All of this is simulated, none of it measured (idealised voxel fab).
Proc. module: voxel capacitor over wiring
The cross-section on display is named cut; it measures 250 nm wide, and its cells are 5 nm squares.
In this document a cross-section is written as a grid of square cells. It is given as a series of bands, listed from the top down, and a band is one or more rows of cells. Each band's line starts with the height of the band's top and of its bottom, in nm. Then come its materials from left to right, each with its width in nm. One material with "edge to edge" fills the band from edge to edge. "blank" is empty space. Height is counted from the level 0, under which the received wafer is composed throughout of one material. The lowest of the bands is not closed at the bottom but continues downward, in the notation "0 and below". A two-number width, for instance "30..40", indicates that the width is equal to the first number in the top row of the band and to the second number in the bottom row, and that it changes by a constant amount per row of cells. When a step is marked "changes: none", none of the cells in the cross-section changed during that step. Reported under the label "Sealed-off cavities" are the empty spaces having no open way to the top and comprising 8 cells or more; the notation for each is width x height at distance, in which the distance is measured from the left edge and all three values are in nm. Step line, after settings: the simulator's comment on this step. You can add "overlay nm" to a step's line. For a step with a mask, it describes how far the mask lay to the right of its planned position, and a negative number describes a lay to the left.
LIST OF PLANNED PROCESS STEPS
1,RECEIVE | material Si
2,CONFORMAL_DEP | material SiO2 | thk nm 10
3,CONFORMAL_DEP | material SiN | thk nm 5
4,DIRECTIONAL_DEP | material lowk | thk nm 20
5,PATTERN | tone open | mask id METAL_1 | material resist | width nm 20 | pitch nm 90 | thk nm 15 | overlay nm 0
6,DIRECTIONAL_ETCH | etch materials lowk | depth nm 20
7,DIRECTIONAL_ETCH | etch materials SiN | depth nm 5
8,STRIP | etch materials resist
9,CONFORMAL_DEP | material TiN | thk nm 5
10,FILL_DEP | material Ru | thk nm 10
11,CMP | height nm 35
12,EPI | material Ru | thk nm 5
13,FILL_DEP | material SiCN | thk nm 5
14,DIRECTIONAL_DEP | material SiO2 | thk nm 15
15,PATTERN | tone open | mask id PLUG_1 | material resist | width nm 15 | thk nm 15 | overlay nm 0
16,DIRECTIONAL_ETCH | etch materials SiO2 | depth nm 15
17,DIRECTIONAL_ETCH | etch materials SiCN | depth nm 5
18,STRIP | etch materials resist
19,EPI | material Ru | thk nm 10
20,EPI | material Ru | thk nm 10
21,DIRECTIONAL_DEP | material TiN | thk nm 10
22,DIRECTIONAL_DEP | material SiN | thk nm 5
23,DIRECTIONAL_DEP | material TiN | thk nm 10
24,PATTERN | tone cover | mask id UPPER_PLATE | material resist | width nm 75 | thk nm 20 | overlay nm 0
25,DIRECTIONAL_ETCH | etch materials TiN | depth nm 10
26,DIRECTIONAL_ETCH | etch materials SiN | depth nm 5
27,STRIP | etch materials resist
28,PATTERN | tone cover | mask id LOWER_PLATE | material resist | width nm 85 | thk nm 15 | overlay nm 0
29,DIRECTIONAL_ETCH | etch materials TiN | depth nm 10
30,STRIP | etch materials resist
31,FILL_DEP | material SiO2 | thk nm 15
32,CMP | height nm 95
33,PATTERN | tone open | mask id PLUG_2 | material resist | width nm 15 | thk nm 15 | overlay nm 0
34,DIRECTIONAL_ETCH | etch materials SiO2 | depth nm 10
35,STRIP | etch materials resist
36,CONFORMAL_DEP | material TiN | thk nm 5
37,FILL_DEP | material Ru | thk nm 5
38,CMP | height nm 95
39,CONFORMAL_DEP | material SiN | thk nm 5
RUN AS PLANNED: FIRST OF TWO WAFERS
CROSS-SECTION OF THE WAFER UPON ARRIVAL, REPRESENTING THE STATE REACHED AFTER STEP 1
    0 and below  Si edge to edge
    Sealed-off cavities: none
AFTER STEP 2, IN CROSS-SECTION
    10 down to 0  SiO2 edge to edge
    Everything under 0 stays put, no change at all.
AFTER STEP 3, IN CROSS-SECTION
    15 down to 10  SiN edge to edge
    Everything under 10 stays put, no change at all.
AFTER STEP 4, IN CROSS-SECTION
    35 down to 15  lowk edge to edge
    Everything under 15 stays put, no change at all.
AFTER STEP 5, IN CROSS-SECTION
    50 down to 35  resist 70 nm / blank 20 nm / resist 70 nm / blank 20 nm / resist 70 nm
    Everything under 35 stays put, no change at all.
AFTER STEP 6, IN CROSS-SECTION
    50 down to 35  resist 70 nm / blank 20 nm / resist 70 nm / blank 20 nm / resist 70 nm
    35 down to 15  lowk 70 nm / blank 20 nm / lowk 70 nm / blank 20 nm / lowk 70 nm
    Everything under 15 stays put, no change at all.
AFTER STEP 7, IN CROSS-SECTION
    50 down to 35  resist 70 nm / blank 20 nm / resist 70 nm / blank 20 nm / resist 70 nm
    35 down to 15  lowk 70 nm / blank 20 nm / lowk 70 nm / blank 20 nm / lowk 70 nm
    15 down to 10  SiN 70 nm / blank 20 nm / SiN 70 nm / blank 20 nm / SiN 70 nm
    Everything under 10 stays put, no change at all.
AFTER STEP 8, IN CROSS-SECTION
    35 down to 15  lowk 70 nm / blank 20 nm / lowk 70 nm / blank 20 nm / lowk 70 nm
    Everything under 15 stays put, no change at all.
AFTER STEP 9, IN CROSS-SECTION
    40 down to 35  TiN 75 nm / blank 10 nm / TiN 80 nm / blank 10 nm / TiN 75 nm
    35 down to 15  lowk 70 nm / TiN 5 nm / blank 10 nm / TiN 5 nm / lowk 70 nm / TiN 5 nm / blank 10 nm / TiN 5 nm / lowk 70 nm
    15 down to 10  SiN 70 nm / TiN 20 nm / SiN 70 nm / TiN 20 nm / SiN 70 nm
    Everything under 10 stays put, no change at all.
AFTER STEP 10, IN CROSS-SECTION
    50 down to 40  Ru edge to edge
    40 down to 35  TiN 75 nm / Ru 10 nm / TiN 80 nm / Ru 10 nm / TiN 75 nm
    35 down to 15  lowk 70 nm / TiN 5 nm / Ru 10 nm / TiN 5 nm / lowk 70 nm / TiN 5 nm / Ru 10 nm / TiN 5 nm / lowk 70 nm
    Everything under 15 stays put, no change at all.
AFTER STEP 11, IN CROSS-SECTION
    35 down to 15  lowk 70 nm / TiN 5 nm / Ru 10 nm / TiN 5 nm / lowk 70 nm / TiN 5 nm / Ru 10 nm / TiN 5 nm / lowk 70 nm
    Everything under 15 stays put, no change at all.
AFTER STEP 12, IN CROSS-SECTION
    40 down to 35  blank 65 nm / Ru 30 nm / blank 60 nm / Ru 30 nm / blank 65 nm
    Everything under 35 stays put, no change at all.
AFTER STEP 13, IN CROSS-SECTION
    45 down to 40  SiCN edge to edge
    40 down to 35  SiCN 65 nm / Ru 30 nm / SiCN 60 nm / Ru 30 nm / SiCN 65 nm
    Everything under 35 stays put, no change at all.
AFTER STEP 14, IN CROSS-SECTION
    60 down to 45  SiO2 edge to edge
    Everything under 45 stays put, no change at all.
AFTER STEP 15, IN CROSS-SECTION
    75 down to 60  resist 75 nm / blank 15 nm / resist 160 nm
    Everything under 60 stays put, no change at all.
AFTER STEP 16, IN CROSS-SECTION
    75 down to 60  resist 75 nm / blank 15 nm / resist 160 nm
    60 down to 45  SiO2 75 nm / blank 15 nm / SiO2 160 nm
    Everything under 45 stays put, no change at all.
AFTER STEP 17, IN CROSS-SECTION
    75 down to 60  resist 75 nm / blank 15 nm / resist 160 nm
    60 down to 45  SiO2 75 nm / blank 15 nm / SiO2 160 nm
    45 down to 40  SiCN 75 nm / blank 15 nm / SiCN 160 nm
    Everything under 40 stays put, no change at all.
AFTER STEP 18, IN CROSS-SECTION
    60 down to 45  SiO2 75 nm / blank 15 nm / SiO2 160 nm
    Everything under 45 stays put, no change at all.
AFTER STEP 19, IN CROSS-SECTION
    60 down to 50  SiO2 75 nm / blank 15 nm / SiO2 160 nm
    50 down to 45  SiO2 75 nm / Ru 15 nm / SiO2 160 nm
    45 down to 40  SiCN 75 nm / Ru 15 nm / SiCN 160 nm
    Everything under 40 stays put, no change at all.
AFTER STEP 20, IN CROSS-SECTION
    60 down to 45  SiO2 75 nm / Ru 15 nm / SiO2 160 nm
    Everything under 45 stays put, no change at all.
AFTER STEP 21, IN CROSS-SECTION
    70 down to 60  TiN edge to edge
    Everything under 60 stays put, no change at all.
AFTER STEP 22, IN CROSS-SECTION
    75 down to 70  SiN edge to edge
    Everything under 70 stays put, no change at all.
AFTER STEP 23, IN CROSS-SECTION
    85 down to 75  TiN edge to edge
    Everything under 75 stays put, no change at all.
AFTER STEP 24, IN CROSS-SECTION
    105 down to 85  blank 75 nm / resist 75 nm / blank 100 nm
    Everything under 85 stays put, no change at all.
AFTER STEP 25, IN CROSS-SECTION
    105 down to 85  blank 75 nm / resist 75 nm / blank 100 nm
    85 down to 75  blank 75 nm / TiN 75 nm / blank 100 nm
    Everything under 75 stays put, no change at all.
AFTER STEP 26, IN CROSS-SECTION
    105 down to 85  blank 75 nm / resist 75 nm / blank 100 nm
    85 down to 75  blank 75 nm / TiN 75 nm / blank 100 nm
    75 down to 70  blank 75 nm / SiN 75 nm / blank 100 nm
    Everything under 70 stays put, no change at all.
AFTER STEP 27, IN CROSS-SECTION
    85 down to 75  blank 75 nm / TiN 75 nm / blank 100 nm
    Everything under 75 stays put, no change at all.
AFTER STEP 28, IN CROSS-SECTION
    100 down to 85  blank 70 nm / resist 85 nm / blank 95 nm
    85 down to 75  blank 70 nm / resist 5 nm / TiN 75 nm / resist 5 nm / blank 95 nm
    75 down to 70  blank 70 nm / resist 5 nm / SiN 75 nm / resist 5 nm / blank 95 nm
    Everything under 70 stays put, no change at all.
AFTER STEP 29, IN CROSS-SECTION
    100 down to 85  blank 70 nm / resist 85 nm / blank 95 nm
    85 down to 75  blank 70 nm / resist 5 nm / TiN 75 nm / resist 5 nm / blank 95 nm
    75 down to 70  blank 70 nm / resist 5 nm / SiN 75 nm / resist 5 nm / blank 95 nm
    70 down to 60  blank 70 nm / TiN 85 nm / blank 95 nm
    Everything under 60 stays put, no change at all.
AFTER STEP 30, IN CROSS-SECTION
    85 down to 75  blank 75 nm / TiN 75 nm / blank 100 nm
    75 down to 70  blank 75 nm / SiN 75 nm / blank 100 nm
    Everything under 70 stays put, no change at all.
AFTER STEP 31, IN CROSS-SECTION
    100 down to 85  SiO2 edge to edge
    85 down to 75  SiO2 75 nm / TiN 75 nm / SiO2 100 nm
    75 down to 70  SiO2 75 nm / SiN 75 nm / SiO2 100 nm
    70 down to 60  SiO2 70 nm / TiN 85 nm / SiO2 95 nm
    Everything under 60 stays put, no change at all.
AFTER STEP 32, IN CROSS-SECTION
    95 down to 85  SiO2 edge to edge
    Everything under 85 stays put, no change at all.
AFTER STEP 33, IN CROSS-SECTION
    110 down to 95  resist 85 nm / blank 15 nm / resist 150 nm
    Everything under 95 stays put, no change at all.
AFTER STEP 34, IN CROSS-SECTION
    110 down to 95  resist 85 nm / blank 15 nm / resist 150 nm
    95 down to 85  SiO2 85 nm / blank 15 nm / SiO2 150 nm
    Everything under 85 stays put, no change at all.
AFTER STEP 35, IN CROSS-SECTION
    95 down to 85  SiO2 85 nm / blank 15 nm / SiO2 150 nm
    Everything under 85 stays put, no change at all.
AFTER STEP 36, IN CROSS-SECTION
    100 down to 95  TiN 90 nm / blank 5 nm / TiN 155 nm
    95 down to 90  SiO2 85 nm / TiN 5 nm / blank 5 nm / TiN 5 nm / SiO2 150 nm
    90 down to 85  SiO2 85 nm / TiN 15 nm / SiO2 150 nm
    Everything under 85 stays put, no change at all.
AFTER STEP 37, IN CROSS-SECTION
    105 down to 100  Ru edge to edge
    100 down to 95  TiN 90 nm / Ru 5 nm / TiN 155 nm
    95 down to 90  SiO2 85 nm / TiN 5 nm / Ru 5 nm / TiN 5 nm / SiO2 150 nm
    Everything under 90 stays put, no change at all.
AFTER STEP 38, IN CROSS-SECTION
    95 down to 90  SiO2 85 nm / TiN 5 nm / Ru 5 nm / TiN 5 nm / SiO2 150 nm
    Everything under 90 stays put, no change at all.
AFTER STEP 39, IN CROSS-SECTION
    100 down to 95  SiN edge to edge
    Everything under 95 stays put, no change at all.
SECOND WAFER: SAME START AND SAME PLAN AS THE FIRST, ONE EXECUTION ERROR; IDENTICAL TO THE FIRST THROUGH STEP 1
Here is the second wafer in cross-section at the point where step 2 of the plan should have been done: changes: none
HERE IS THE SECOND WAFER IN CROSS-SECTION AT THE POINT WHERE STEP 3 OF THE PLAN SHOULD HAVE BEEN DONE
    5 down to 0  SiN edge to edge
    Everything under 0 stays put, no change at all.
HERE IS THE SECOND WAFER IN CROSS-SECTION AT THE POINT WHERE STEP 4 OF THE PLAN SHOULD HAVE BEEN DONE
    25 down to 5  lowk edge to edge
    Everything under 5 stays put, no change at all.
HERE IS THE SECOND WAFER IN CROSS-SECTION AT THE POINT WHERE STEP 5 OF THE PLAN SHOULD HAVE BEEN DONE
    40 down to 25  resist 70 nm / blank 20 nm / resist 70 nm / blank 20 nm / resist 70 nm
    Everything under 25 stays put, no change at all.
HERE IS THE SECOND WAFER IN CROSS-SECTION AT THE POINT WHERE STEP 6 OF THE PLAN SHOULD HAVE BEEN DONE
    40 down to 25  resist 70 nm / blank 20 nm / resist 70 nm / blank 20 nm / resist 70 nm
    25 down to 5  lowk 70 nm / blank 20 nm / lowk 70 nm / blank 20 nm / lowk 70 nm
    Everything under 5 stays put, no change at all.
HERE IS THE SECOND WAFER IN CROSS-SECTION AT THE POINT WHERE STEP 7 OF THE PLAN SHOULD HAVE BEEN DONE
    40 down to 25  resist 70 nm / blank 20 nm / resist 70 nm / blank 20 nm / resist 70 nm
    25 down to 5  lowk 70 nm / blank 20 nm / lowk 70 nm / blank 20 nm / lowk 70 nm
    5 down to 0  SiN 70 nm / blank 20 nm / SiN 70 nm / blank 20 nm / SiN 70 nm
    Everything under 0 stays put, no change at all.
HERE IS THE SECOND WAFER IN CROSS-SECTION AT THE POINT WHERE STEP 8 OF THE PLAN SHOULD HAVE BEEN DONE
    25 down to 5  lowk 70 nm / blank 20 nm / lowk 70 nm / blank 20 nm / lowk 70 nm
    Everything under 5 stays put, no change at all.
HERE IS THE SECOND WAFER IN CROSS-SECTION AT THE POINT WHERE STEP 9 OF THE PLAN SHOULD HAVE BEEN DONE
    30 down to 25  TiN 75 nm / blank 10 nm / TiN 80 nm / blank 10 nm / TiN 75 nm
    25 down to 5  lowk 70 nm / TiN 5 nm / blank 10 nm / TiN 5 nm / lowk 70 nm / TiN 5 nm / blank 10 nm / TiN 5 nm / lowk 70 nm
    5 down to 0  SiN 70 nm / TiN 20 nm / SiN 70 nm / TiN 20 nm / SiN 70 nm
    Everything under 0 stays put, no change at all.
HERE IS THE SECOND WAFER IN CROSS-SECTION AT THE POINT WHERE STEP 10 OF THE PLAN SHOULD HAVE BEEN DONE
    40 down to 30  Ru edge to edge
    30 down to 25  TiN 75 nm / Ru 10 nm / TiN 80 nm / Ru 10 nm / TiN 75 nm
    25 down to 5  lowk 70 nm / TiN 5 nm / Ru 10 nm / TiN 5 nm / lowk 70 nm / TiN 5 nm / Ru 10 nm / TiN 5 nm / lowk 70 nm
    Everything under 5 stays put, no change at all.
HERE IS THE SECOND WAFER IN CROSS-SECTION AT THE POINT WHERE STEP 11 OF THE PLAN SHOULD HAVE BEEN DONE
    35 down to 30  Ru edge to edge
    Everything under 30 stays put, no change at all.
HERE IS THE SECOND WAFER IN CROSS-SECTION AT THE POINT WHERE STEP 12 OF THE PLAN SHOULD HAVE BEEN DONE
    40 down to 30  Ru edge to edge
    Everything under 30 stays put, no change at all.
HERE IS THE SECOND WAFER IN CROSS-SECTION AT THE POINT WHERE STEP 13 OF THE PLAN SHOULD HAVE BEEN DONE
    45 down to 40  SiCN edge to edge
    Everything under 40 stays put, no change at all.
HERE IS THE SECOND WAFER IN CROSS-SECTION AT THE POINT WHERE STEP 14 OF THE PLAN SHOULD HAVE BEEN DONE
    60 down to 45  SiO2 edge to edge
    Everything under 45 stays put, no change at all.
HERE IS THE SECOND WAFER IN CROSS-SECTION AT THE POINT WHERE STEP 15 OF THE PLAN SHOULD HAVE BEEN DONE
    75 down to 60  resist 75 nm / blank 15 nm / resist 160 nm
    Everything under 60 stays put, no change at all.
HERE IS THE SECOND WAFER IN CROSS-SECTION AT THE POINT WHERE STEP 16 OF THE PLAN SHOULD HAVE BEEN DONE
    75 down to 60  resist 75 nm / blank 15 nm / resist 160 nm
    60 down to 45  SiO2 75 nm / blank 15 nm / SiO2 160 nm
    Everything under 45 stays put, no change at all.
HERE IS THE SECOND WAFER IN CROSS-SECTION AT THE POINT WHERE STEP 17 OF THE PLAN SHOULD HAVE BEEN DONE
    75 down to 60  resist 75 nm / blank 15 nm / resist 160 nm
    60 down to 45  SiO2 75 nm / blank 15 nm / SiO2 160 nm
    45 down to 40  SiCN 75 nm / blank 15 nm / SiCN 160 nm
    Everything under 40 stays put, no change at all.
HERE IS THE SECOND WAFER IN CROSS-SECTION AT THE POINT WHERE STEP 18 OF THE PLAN SHOULD HAVE BEEN DONE
    60 down to 45  SiO2 75 nm / blank 15 nm / SiO2 160 nm
    Everything under 45 stays put, no change at all.
HERE IS THE SECOND WAFER IN CROSS-SECTION AT THE POINT WHERE STEP 19 OF THE PLAN SHOULD HAVE BEEN DONE
    60 down to 50  SiO2 75 nm / blank 15 nm / SiO2 160 nm
    50 down to 45  SiO2 75 nm / Ru 15 nm / SiO2 160 nm
    45 down to 40  SiCN 75 nm / Ru 15 nm / SiCN 160 nm
    Everything under 40 stays put, no change at all.
HERE IS THE SECOND WAFER IN CROSS-SECTION AT THE POINT WHERE STEP 20 OF THE PLAN SHOULD HAVE BEEN DONE
    60 down to 45  SiO2 75 nm / Ru 15 nm / SiO2 160 nm
    Everything under 45 stays put, no change at all.
HERE IS THE SECOND WAFER IN CROSS-SECTION AT THE POINT WHERE STEP 21 OF THE PLAN SHOULD HAVE BEEN DONE
    70 down to 60  TiN edge to edge
    Everything under 60 stays put, no change at all.
HERE IS THE SECOND WAFER IN CROSS-SECTION AT THE POINT WHERE STEP 22 OF THE PLAN SHOULD HAVE BEEN DONE
    75 down to 70  SiN edge to edge
    Everything under 70 stays put, no change at all.
HERE IS THE SECOND WAFER IN CROSS-SECTION AT THE POINT WHERE STEP 23 OF THE PLAN SHOULD HAVE BEEN DONE
    85 down to 75  TiN edge to edge
    Everything under 75 stays put, no change at all.
HERE IS THE SECOND WAFER IN CROSS-SECTION AT THE POINT WHERE STEP 24 OF THE PLAN SHOULD HAVE BEEN DONE
    105 down to 85  blank 75 nm / resist 75 nm / blank 100 nm
    Everything under 85 stays put, no change at all.
HERE IS THE SECOND WAFER IN CROSS-SECTION AT THE POINT WHERE STEP 25 OF THE PLAN SHOULD HAVE BEEN DONE
    105 down to 85  blank 75 nm / resist 75 nm / blank 100 nm
    85 down to 75  blank 75 nm / TiN 75 nm / blank 100 nm
    Everything under 75 stays put, no change at all.
HERE IS THE SECOND WAFER IN CROSS-SECTION AT THE POINT WHERE STEP 26 OF THE PLAN SHOULD HAVE BEEN DONE
    105 down to 85  blank 75 nm / resist 75 nm / blank 100 nm
    85 down to 75  blank 75 nm / TiN 75 nm / blank 100 nm
    75 down to 70  blank 75 nm / SiN 75 nm / blank 100 nm
    Everything under 70 stays put, no change at all.
HERE IS THE SECOND WAFER IN CROSS-SECTION AT THE POINT WHERE STEP 27 OF THE PLAN SHOULD HAVE BEEN DONE
    85 down to 75  blank 75 nm / TiN 75 nm / blank 100 nm
    Everything under 75 stays put, no change at all.
HERE IS THE SECOND WAFER IN CROSS-SECTION AT THE POINT WHERE STEP 28 OF THE PLAN SHOULD HAVE BEEN DONE
    100 down to 85  blank 70 nm / resist 85 nm / blank 95 nm
    85 down to 75  blank 70 nm / resist 5 nm / TiN 75 nm / resist 5 nm / blank 95 nm
    75 down to 70  blank 70 nm / resist 5 nm / SiN 75 nm / resist 5 nm / blank 95 nm
    Everything under 70 stays put, no change at all.
HERE IS THE SECOND WAFER IN CROSS-SECTION AT THE POINT WHERE STEP 29 OF THE PLAN SHOULD HAVE BEEN DONE
    100 down to 85  blank 70 nm / resist 85 nm / blank 95 nm
    85 down to 75  blank 70 nm / resist 5 nm / TiN 75 nm / resist 5 nm / blank 95 nm
    75 down to 70  blank 70 nm / resist 5 nm / SiN 75 nm / resist 5 nm / blank 95 nm
    70 down to 60  blank 70 nm / TiN 85 nm / blank 95 nm
    Everything under 60 stays put, no change at all.
HERE IS THE SECOND WAFER IN CROSS-SECTION AT THE POINT WHERE STEP 30 OF THE PLAN SHOULD HAVE BEEN DONE
    85 down to 75  blank 75 nm / TiN 75 nm / blank 100 nm
    75 down to 70  blank 75 nm / SiN 75 nm / blank 100 nm
    Everything under 70 stays put, no change at all.
HERE IS THE SECOND WAFER IN CROSS-SECTION AT THE POINT WHERE STEP 31 OF THE PLAN SHOULD HAVE BEEN DONE
    100 down to 85  SiO2 edge to edge
    85 down to 75  SiO2 75 nm / TiN 75 nm / SiO2 100 nm
    75 down to 70  SiO2 75 nm / SiN 75 nm / SiO2 100 nm
    70 down to 60  SiO2 70 nm / TiN 85 nm / SiO2 95 nm
    Everything under 60 stays put, no change at all.
HERE IS THE SECOND WAFER IN CROSS-SECTION AT THE POINT WHERE STEP 32 OF THE PLAN SHOULD HAVE BEEN DONE
    95 down to 85  SiO2 edge to edge
    Everything under 85 stays put, no change at all.
HERE IS THE SECOND WAFER IN CROSS-SECTION AT THE POINT WHERE STEP 33 OF THE PLAN SHOULD HAVE BEEN DONE
    110 down to 95  resist 85 nm / blank 15 nm / resist 150 nm
    Everything under 95 stays put, no change at all.
HERE IS THE SECOND WAFER IN CROSS-SECTION AT THE POINT WHERE STEP 34 OF THE PLAN SHOULD HAVE BEEN DONE
    110 down to 95  resist 85 nm / blank 15 nm / resist 150 nm
    95 down to 85  SiO2 85 nm / blank 15 nm / SiO2 150 nm
    Everything under 85 stays put, no change at all.
HERE IS THE SECOND WAFER IN CROSS-SECTION AT THE POINT WHERE STEP 35 OF THE PLAN SHOULD HAVE BEEN DONE
    95 down to 85  SiO2 85 nm / blank 15 nm / SiO2 150 nm
    Everything under 85 stays put, no change at all.
HERE IS THE SECOND WAFER IN CROSS-SECTION AT THE POINT WHERE STEP 36 OF THE PLAN SHOULD HAVE BEEN DONE
    100 down to 95  TiN 90 nm / blank 5 nm / TiN 155 nm
    95 down to 90  SiO2 85 nm / TiN 5 nm / blank 5 nm / TiN 5 nm / SiO2 150 nm
    90 down to 85  SiO2 85 nm / TiN 15 nm / SiO2 150 nm
    Everything under 85 stays put, no change at all.
HERE IS THE SECOND WAFER IN CROSS-SECTION AT THE POINT WHERE STEP 37 OF THE PLAN SHOULD HAVE BEEN DONE
    105 down to 100  Ru edge to edge
    100 down to 95  TiN 90 nm / Ru 5 nm / TiN 155 nm
    95 down to 90  SiO2 85 nm / TiN 5 nm / Ru 5 nm / TiN 5 nm / SiO2 150 nm
    Everything under 90 stays put, no change at all.
HERE IS THE SECOND WAFER IN CROSS-SECTION AT THE POINT WHERE STEP 38 OF THE PLAN SHOULD HAVE BEEN DONE
    95 down to 90  SiO2 85 nm / TiN 5 nm / Ru 5 nm / TiN 5 nm / SiO2 150 nm
    Everything under 90 stays put, no change at all.
HERE IS THE SECOND WAFER IN CROSS-SECTION AT THE POINT WHERE STEP 39 OF THE PLAN SHOULD HAVE BEEN DONE
    100 down to 95  SiN edge to edge
    Everything under 95 stays put, no change at all.
What was done differently from what was planned? plan step 2 skipped
Final cells, second wafer relative to first, materials higher or lower: Ru: 92 more; SiCN: 38 fewer; SiO2: 100 fewer; TiN: 46 more
